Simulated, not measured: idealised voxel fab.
process module | voxel transistor to metal
cross-section cut | 250 nm wide | cells 5 nm
A cross-section is a grid of square cells, given in bands from the top down. A band is one or more rows of cells.
Each band's line starts with the height of the band's top and of its bottom, in nm. Then come its materials from left to right, each with its width in nm. One material with "throughout" fills the band from edge to edge. "air" is empty space.
Height 0 is the level under which the wafer as received is all one material. The lowest band goes on downwards, as in "0 down".
A width such as "30 to 40" changes by the same amount from each row of cells to the next, from the band's top row to its bottom row.
"no change" after a step means that no cell of the cross-section changed.
closed voids: empty space of 8 cells or more with no open way to the top, each as width x height at its distance from the left edge, in nm
after a step's settings: what the simulator itself notes on the step
overlay nm, on a step with a mask: how far to the right of its planned place the mask lay; to the left if negative
plan
1 op RECEIVE | material Si
2 op OXIDIZE | depth nm 5
3 op CONFORMAL_DEP | material SiN | thk nm 15
4 op PATTERN | tone cover | mask id ACTIVE | material resist | width nm 100 | pitch nm 120 | thk nm 15 | overlay nm 0
5 op DIRECTIONAL_ETCH | etch materials SiN | depth nm 15
6 op DIRECTIONAL_ETCH | etch materials SiO2 | depth nm 5
7 op DIRECTIONAL_ETCH | etch materials Si | depth nm 35
8 op STRIP | etch materials resist
9 op OXIDIZE | depth nm 5
10 op FILL_DEP | material SiO2 | thk nm 5
11 op CMP | height nm 15
12 op SELECTIVE_ETCH | etch materials SiO2 | depth nm 15
13 op STRIP | etch materials SiN
14 op SELECTIVE_ETCH | etch materials SiO2 | depth nm 5
15 op OXIDIZE | depth nm 5
16 op DIRECTIONAL_DEP | material polySi | thk nm 30
17 op DIRECTIONAL_DEP | material SiCN | thk nm 10
18 op MASKED_ETCH | tone cover | mask id GATE | width nm 20 | pitch nm 120 | etch materials SiCN | depth nm 20 | overlay nm 0
19 op MASKED_ETCH | tone cover | mask id GATE | width nm 20 | pitch nm 120 | etch materials polySi | depth nm 40 | overlay nm 0
20 op CONFORMAL_DEP | material SiO2 | thk nm 5
21 op DIRECTIONAL_ETCH | etch materials SiO2 | depth nm 5
22 op CONFORMAL_DEP | material SiN | thk nm 5
23 op DIRECTIONAL_ETCH | etch materials SiN | depth nm 5
24 op DIRECTIONAL_ETCH | etch materials SiO2 | depth nm 5
25 op DIRECTIONAL_ETCH | etch materials Si | depth nm 15
26 op EPI | material pSi | thk nm 15
27 op FILL_DEP | material SiO2 | thk nm 10
28 op CMP | height nm 35
29 op DIRECTIONAL_DEP | material SiO2 | thk nm 15
30 op MASKED_ETCH | tone open | mask id CONTACT | width nm 20 | etch materials SiO2 | depth nm 60 | overlay nm 0
31 op CONFORMAL_DEP | material TiN | thk nm 5
32 op FILL_DEP | material Ru | thk nm 10
33 op CMP | height nm 50
34 op CONFORMAL_DEP | material SiN | thk nm 5
35 op DIRECTIONAL_DEP | material lowk | thk nm 25
36 op DIRECTIONAL_DEP | material aC | thk nm 10
37 op PATTERN | tone open | mask id METAL_1 | material resist | width nm 20 | thk nm 25 | overlay nm 0
38 op DIRECTIONAL_ETCH | etch materials aC | depth nm 10
39 op STRIP | etch materials resist
40 op DIRECTIONAL_ETCH | etch materials lowk | depth nm 25
41 op DIRECTIONAL_ETCH | etch materials SiN | depth nm 5
42 op STRIP | etch materials aC
43 op CONFORMAL_DEP | material TiN | thk nm 5
44 op FILL_DEP | material Cu | thk nm 5
45 op CMP | height nm 80
46 op CONFORMAL_DEP | material SiCN | thk nm 5
47 op DIRECTIONAL_DEP | material lowk | thk nm 25
48 op PATTERN | tone open | mask id METAL_2 | material resist | width nm 20 | pitch nm 120 | thk nm 20 | overlay nm 0
49 op DIRECTIONAL_ETCH | etch materials lowk | depth nm 15
50 op STRIP | etch materials resist
51 op PATTERN | tone open | mask id METAL_2_HOLES | material resist | width nm 15 | pitch nm 120 | thk nm 20 | overlay nm 0
52 op DIRECTIONAL_ETCH | etch materials lowk | depth nm 10
53 op DIRECTIONAL_ETCH | etch materials SiCN | depth nm 5
54 op STRIP | etch materials resist
55 op CONFORMAL_DEP | material TiN | thk nm 5
56 op FILL_DEP | material Cu | thk nm 10
57 op CMP | height nm 110
58 op CONFORMAL_DEP | material SiN | thk nm 5
as received, after step 1
  0 down: Si throughout
  closed voids: none
a wafer at the end: this start, this plan, one mistake
  110 to 105: SiN throughout
  105 to 95: lowk 20 | TiN 5 | Cu 10 to 5 | TiN 5 to 10 | lowk 100 | TiN 5 | Cu 10 to 5 | TiN 5 to 10 | lowk 90
  95 to 85: lowk 20 | TiN 5 | Cu 5 | TiN 5 | lowk 105 | TiN 5 | Cu 5 | TiN 5 | lowk 95
  85 to 80: SiCN 20 | TiN 15 | SiCN 105 | TiN 15 | SiCN 95
  80 to 55: lowk 20 | TiN 5 | Cu 10 | TiN 5 | lowk 50 | TiN 5 | Cu 10 | TiN 5 | lowk 30 | TiN 5 | Cu 10 | TiN 5 | lowk 50 | TiN 5 | Cu 10 | TiN 5 | lowk 20
  55 to 50: SiN 20 | TiN 20 | SiN 50 | TiN 20 | SiN 30 | TiN 20 | SiN 50 | TiN 20 | SiN 20
  50 to 35: SiO2 20 | TiN 5 | Ru 10 | TiN 5 | SiO2 50 | TiN 5 | Ru 10 | TiN 5 | SiO2 30 | TiN 5 | Ru 10 | TiN 5 | SiO2 50 | TiN 5 | Ru 10 | TiN 5 | SiO2 20
  35 to 25: SiO2 20 | TiN 5 | Ru 10 | TiN 5 | SiO2 5 | SiN 5 | SiO2 5 | SiCN 20 | SiO2 5 | SiN 5 | SiO2 5 | TiN 5 | Ru 10 | TiN 5 | SiO2 30 | TiN 5 | Ru 10 | TiN 5 | SiO2 5 | SiN 5 | SiO2 5 | SiCN 20 | SiO2 5 | SiN 5 | SiO2 5 | TiN 5 | Ru 10 | TiN 5 | SiO2 20
  25 to 10: SiO2 20 | TiN 5 | Ru 10 | TiN 5 | SiO2 5 | SiN 5 | SiO2 5 | polySi 20 | SiO2 5 | SiN 5 | SiO2 5 | TiN 5 | Ru 10 | TiN 5 | SiO2 30 | TiN 5 | Ru 10 | TiN 5 | SiO2 5 | SiN 5 | SiO2 5 | polySi 20 | SiO2 5 | SiN 5 | SiO2 5 | TiN 5 | Ru 10 | TiN 5 | SiO2 20
  10 to 5: SiO2 20 | TiN 20 | SiO2 5 | SiN 5 | SiO2 5 | polySi 20 | SiO2 5 | SiN 5 | SiO2 5 | TiN 20 | SiO2 30 | TiN 20 | SiO2 5 | SiN 5 | SiO2 5 | polySi 20 | SiO2 5 | SiN 5 | SiO2 5 | TiN 20 | SiO2 20
  5 to -5: SiO2 20 | TiN 10 | pSi 15 | SiN 5 | SiO2 5 | polySi 20 | SiO2 5 | SiN 5 | pSi 15 | TiN 10 | SiO2 30 | TiN 10 | pSi 15 | SiN 5 | SiO2 5 | polySi 20 | SiO2 5 | SiN 5 | pSi 15 | TiN 10 | SiO2 20
  -5 to -10: SiO2 20 | TiN 10 | pSi 15 | SiO2 40 | pSi 15 | TiN 10 | SiO2 30 | TiN 10 | pSi 15 | SiO2 40 | pSi 15 | TiN 10 | SiO2 20
  -10 to -25: SiO2 20 | pSi 25 | Si 40 | pSi 25 | SiO2 30 | pSi 25 | Si 40 | pSi 25 | SiO2 20
  -25 to -45: SiO2 20 | Si 90 | SiO2 30 | Si 90 | SiO2 20
  -45 down: Si throughout
  closed voids: none
what went wrong: step 57 ran as: op CMP | height nm 105
